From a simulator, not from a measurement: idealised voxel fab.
Name of the process module below: voxel gate over fins
Cross-section cut: width 265 nm, square cells of 5 nm.
How to read a cross-section here: the picture is a grid of square cells, written as bands going from the top down, and any band can span one or more rows of cells.
Each band's line starts with the height of the band's top and of its bottom, in nm. Then come its materials from left to right, each with its width in nm. One material with "full width" fills the band from edge to edge. "empty" is empty space.
Basically, 0 is our baseline, since under it the wafer straight out of the box is all one material. The bottom band has no lower end and keeps on going down, so it looks like "from 0 down".
Read "30..40" as a graded width: first number on top, second number at the bottom, same change between each pair of neighbouring rows.
Step note "left unchanged" = no cross-section cell changed.
Listed in "Enclosed voids": every empty space of 8 or more cells without an open way to the top. Form: width x height at distance, the distance being from the left edge, all in nm.
Formally, on a step line, whatever follows the settings is a remark that the simulator itself makes on the step.
overlay nm: how far to the right of its planned place the mask lay on this masked step (negative: to the left).

**Steps planned for the process**
- 1: RECEIVE [material Si]
- 2: CONFORMAL_DEP [material SiN] [thk nm 10]
- 3: MASKED_ETCH [tone cover] [mask id FINS] [width nm 15] [pitch nm 40] [etch materials SiN] [depth nm 10] [overlay nm 0]
- 4: MASKED_ETCH [tone cover] [mask id FINS] [width nm 15] [pitch nm 40] [etch materials Si] [depth nm 35] [overlay nm 0]
- 5: FILL_DEP [material SiO2] [thk nm 5]
- 6: CMP [height nm 10]
- 7: SELECTIVE_ETCH [etch materials SiO2] [depth nm 20]
- 8: STRIP [etch materials SiN]
- 9: CONFORMAL_DEP [material HfO2] [thk nm 5]
- 10: CONFORMAL_DEP [material TiN] [thk nm 5]
- 11: FILL_DEP [material W] [thk nm 10]
- 12: CMP [height nm 15]
- 13: CONFORMAL_DEP [material SiCN] [thk nm 5]

**First of two wafers, with the run carried out as planned**

**Incoming wafer, cross-sectional view, post step 1**
> from 0 down: Si full width
> Enclosed voids: none

**Wafer xsec, post step 2**
> from 10 to 0: SiN full width
> Everything below 0 is unchanged.

**Wafer xsec, post step 3**
> from 10 to 0: 65 nm empty; 15 nm SiN; 25 nm empty; 15 nm SiN; 25 nm empty; 15 nm SiN; 25 nm empty; 15 nm SiN; 65 nm empty
> Everything below 0 is unchanged.

**Wafer xsec, post step 4**
> from 10 to 0: 65 nm empty; 15 nm SiN; 25 nm empty; 15 nm SiN; 25 nm empty; 15 nm SiN; 25 nm empty; 15 nm SiN; 65 nm empty
> from 0 to -35: 65 nm empty; 15 nm Si; 25 nm empty; 15 nm Si; 25 nm empty; 15 nm Si; 25 nm empty; 15 nm Si; 65 nm empty
> Everything below -35 is unchanged.

**Wafer xsec, post step 5**
> from 15 to 10: SiO2 full width
> from 10 to 0: 65 nm SiO2; 15 nm SiN; 25 nm SiO2; 15 nm SiN; 25 nm SiO2; 15 nm SiN; 25 nm SiO2; 15 nm SiN; 65 nm SiO2
> from 0 to -35: 65 nm SiO2; 15 nm Si; 25 nm SiO2; 15 nm Si; 25 nm SiO2; 15 nm Si; 25 nm SiO2; 15 nm Si; 65 nm SiO2
> Everything below -35 is unchanged.

**Wafer xsec, post step 6**
> from 10 to 0: 65 nm SiO2; 15 nm SiN; 25 nm SiO2; 15 nm SiN; 25 nm SiO2; 15 nm SiN; 25 nm SiO2; 15 nm SiN; 65 nm SiO2
> Everything below 0 is unchanged.

**Wafer xsec, post step 7**
> from 10 to 0: 65 nm empty; 15 nm SiN; 25 nm empty; 15 nm SiN; 25 nm empty; 15 nm SiN; 25 nm empty; 15 nm SiN; 65 nm empty
> from 0 to -10: 65 nm empty; 15 nm Si; 25 nm empty; 15 nm Si; 25 nm empty; 15 nm Si; 25 nm empty; 15 nm Si; 65 nm empty
> Everything below -10 is unchanged.

**Wafer xsec, post step 8**
> from 0 to -10: 65 nm empty; 15 nm Si; 25 nm empty; 15 nm Si; 25 nm empty; 15 nm Si; 25 nm empty; 15 nm Si; 65 nm empty
> Everything below -10 is unchanged.

**Wafer xsec, post step 9**
> from 5 to 0: 60 nm empty; 25 nm HfO2; 15 nm empty; 25 nm HfO2; 15 nm empty; 25 nm HfO2; 15 nm empty; 25 nm HfO2; 60 nm empty
> from 0 to -5: 60 nm empty; 5 nm HfO2; 15 nm Si; 5 nm HfO2; 15 nm empty; 5 nm HfO2; 15 nm Si; 5 nm HfO2; 15 nm empty; 5 nm HfO2; 15 nm Si; 5 nm HfO2; 15 nm empty; 5 nm HfO2; 15 nm Si; 5 nm HfO2; 60 nm empty
> from -5 to -10: 65 nm HfO2; 15 nm Si; 25 nm HfO2; 15 nm Si; 25 nm HfO2; 15 nm Si; 25 nm HfO2; 15 nm Si; 65 nm HfO2
> Everything below -10 is unchanged.

**Wafer xsec, post step 10**
> from 10 to 5: 55 nm empty; 35 nm TiN; 5 nm empty; 35 nm TiN; 5 nm empty; 35 nm TiN; 5 nm empty; 35 nm TiN; 55 nm empty
> from 5 to 0: 55 nm empty; 5 nm TiN; 25 nm HfO2; 5 nm TiN; 5 nm empty; 5 nm TiN; 25 nm HfO2; 5 nm TiN; 5 nm empty; 5 nm TiN; 25 nm HfO2; 5 nm TiN; 5 nm empty; 5 nm TiN; 25 nm HfO2; 5 nm TiN; 55 nm empty
> from 0 to -5: 60 nm TiN; 5 nm HfO2; 15 nm Si; 5 nm HfO2; 15 nm TiN; 5 nm HfO2; 15 nm Si; 5 nm HfO2; 15 nm TiN; 5 nm HfO2; 15 nm Si; 5 nm HfO2; 15 nm TiN; 5 nm HfO2; 15 nm Si; 5 nm HfO2; 60 nm TiN
> Everything below -5 is unchanged.

**Wafer xsec, post step 11**
> from 20 to 10: W full width
> from 10 to 5: 55 nm W; 35 nm TiN; 5 nm W; 35 nm TiN; 5 nm W; 35 nm TiN; 5 nm W; 35 nm TiN; 55 nm W
> from 5 to 0: 55 nm W; 5 nm TiN; 25 nm HfO2; 5 nm TiN; 5 nm W; 5 nm TiN; 25 nm HfO2; 5 nm TiN; 5 nm W; 5 nm TiN; 25 nm HfO2; 5 nm TiN; 5 nm W; 5 nm TiN; 25 nm HfO2; 5 nm TiN; 55 nm W
> Everything below 0 is unchanged.

**Wafer xsec, post step 12**
> from 15 to 10: W full width
> Everything below 10 is unchanged.

**Wafer xsec, post step 13**
> from 20 to 15: SiCN full width
> Everything below 15 is unchanged.

**Wafer two of two - same starting point, same process plan, one mistake in execution; matches wafer one up to and including step 4**

**Second wafer profile in section, at the moment step 5 of the plan was meant to be complete**
> from 15 to 10: HfO2 full width
> from 10 to 0: 65 nm HfO2; 15 nm SiN; 25 nm HfO2; 15 nm SiN; 25 nm HfO2; 15 nm SiN; 25 nm HfO2; 15 nm SiN; 65 nm HfO2
> from 0 to -35: 65 nm HfO2; 15 nm Si; 25 nm HfO2; 15 nm Si; 25 nm HfO2; 15 nm Si; 25 nm HfO2; 15 nm Si; 65 nm HfO2
> Everything below -35 is unchanged.

**Second wafer profile in section, at the moment step 6 of the plan was meant to be complete**
> from 10 to 0: 65 nm HfO2; 15 nm SiN; 25 nm HfO2; 15 nm SiN; 25 nm HfO2; 15 nm SiN; 25 nm HfO2; 15 nm SiN; 65 nm HfO2
> Everything below 0 is unchanged.

Second wafer profile in section, at the moment step 7 of the plan was meant to be complete: left unchanged

**Second wafer profile in section, at the moment step 8 of the plan was meant to be complete**
> from 10 to 0: 65 nm HfO2; 15 nm empty; 25 nm HfO2; 15 nm empty; 25 nm HfO2; 15 nm empty; 25 nm HfO2; 15 nm empty; 65 nm HfO2
> Everything below 0 is unchanged.

**Second wafer profile in section, at the moment step 9 of the plan was meant to be complete**
> from 15 to 5: 70 nm HfO2; 5 nm empty; 35 nm HfO2; 5 nm empty; 35 nm HfO2; 5 nm empty; 35 nm HfO2; 5 nm empty; 70 nm HfO2
> from 5 to 0: HfO2 full width
> Everything below 0 is unchanged.

**Second wafer profile in section, at the moment step 10 of the plan was meant to be complete**
> from 20 to 15: TiN full width
> from 15 to 5: 70 nm HfO2; 5 nm TiN; 35 nm HfO2; 5 nm TiN; 35 nm HfO2; 5 nm TiN; 35 nm HfO2; 5 nm TiN; 70 nm HfO2
> Everything below 5 is unchanged.

**Second wafer profile in section, at the moment step 11 of the plan was meant to be complete**
> from 30 to 20: W full width
> Everything below 20 is unchanged.

**Second wafer profile in section, at the moment step 12 of the plan was meant to be complete**
> from 15 to 5: 70 nm HfO2; 5 nm TiN; 35 nm HfO2; 5 nm TiN; 35 nm HfO2; 5 nm TiN; 35 nm HfO2; 5 nm TiN; 70 nm HfO2
> Everything below 5 is unchanged.

**Second wafer profile in section, at the moment step 13 of the plan was meant to be complete**
> from 20 to 15: SiCN full width
> Everything below 15 is unchanged.
Plan not followed: step 5 was run on a setting that differed from the plan, and what really ran there is FILL_DEP [material HfO2] [thk nm 5]
FYI, end of process, the second wafer has more or fewer cells of some materials than the first: +369 HfO2; -205 SiO2; -61 TiN; -103 W
